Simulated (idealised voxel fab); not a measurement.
The following is a process module called voxel spacer lines.
Pictured: cross-section cut, 215 nm wide, on a grid of 5 nm square cells.
Cross-section spec: square-cell grid; bands listed top down; each band is one or more rows.
Per band: top height and bottom height in nm, followed by the left-to-right materials and their widths in nm; "edge to edge" marks a single material spanning edge to edge, "empty" marks empty space.
Heights are measured from 0, the level below which the as-received wafer is all one material; the lowest band has no bottom and continues downward, written as in "0 nm and below".
So if you see something like "30 to 40" for the width, read it as the top row of the band sitting at the first number and the bottom row at the second, with every row in between moving by the same amount as the last.
Key: "no alterations made" - step with no changed cell in the cross-section.
Empty spaces without an open route to the top, at least 8 cells in extent, make up the entry "Closed void entries"; each is given as width x height at distance, where the distance is measured from the left edge, and all are in nm.
On a step's line, text after the settings is the simulator commenting on that step.
The optional step-line setting "overlay nm" applies to steps with a mask and quantifies how far to the right of its planned location the mask lay, a negative value indicating leftward placement.
[Steps planned for the process]
- 1: RECEIVE | material Si
- 2: CONFORMAL_DEP | material Al2O3 | thk nm 10
- 3: DIRECTIONAL_DEP | material SiN | thk nm 15
- 4: DIRECTIONAL_DEP | material polySi | thk nm 20
- 5: PATTERN | tone cover | mask id MANDREL | material resist | width nm 20 | pitch nm 60 | thk nm 35 | overlay nm 0
- 6: DIRECTIONAL_ETCH | etch materials polySi | depth nm 30
- 7: STRIP | etch materials resist
- 8: CONFORMAL_DEP | material SiO2 | thk nm 10
- 9: DIRECTIONAL_ETCH | etch materials SiO2 | depth nm 10
- 10: STRIP | etch materials polySi
- 11: DIRECTIONAL_ETCH | etch materials SiN | depth nm 15
- 12: STRIP | etch materials SiO2
The thk nm used in step 4 is not the same on every wafer, whereas the starting condition is; the value printed in the plan is the first wafer's.
[Cross-sectional view of the first of several wafers in the as-received condition, corresponding to the state following step 1]
	0 nm and below  Si edge to edge
	Closed void entries: none
[each wafer at the end: cells of each material gained (+) or lost (-) since it was received, then its closed voids]
thk nm 20; +86 Al2O3; +24 SiN; Closed void entries: none
thk nm 25; +86 Al2O3; +24 SiN; Closed void entries: none
thk nm 30; +86 Al2O3; +24 SiN; Closed void entries: none
thk nm 35; +86 Al2O3; Closed void entries: none
thk nm 40; +86 Al2O3; Closed void entries: none
thk nm 45; +86 Al2O3; Closed void entries: none
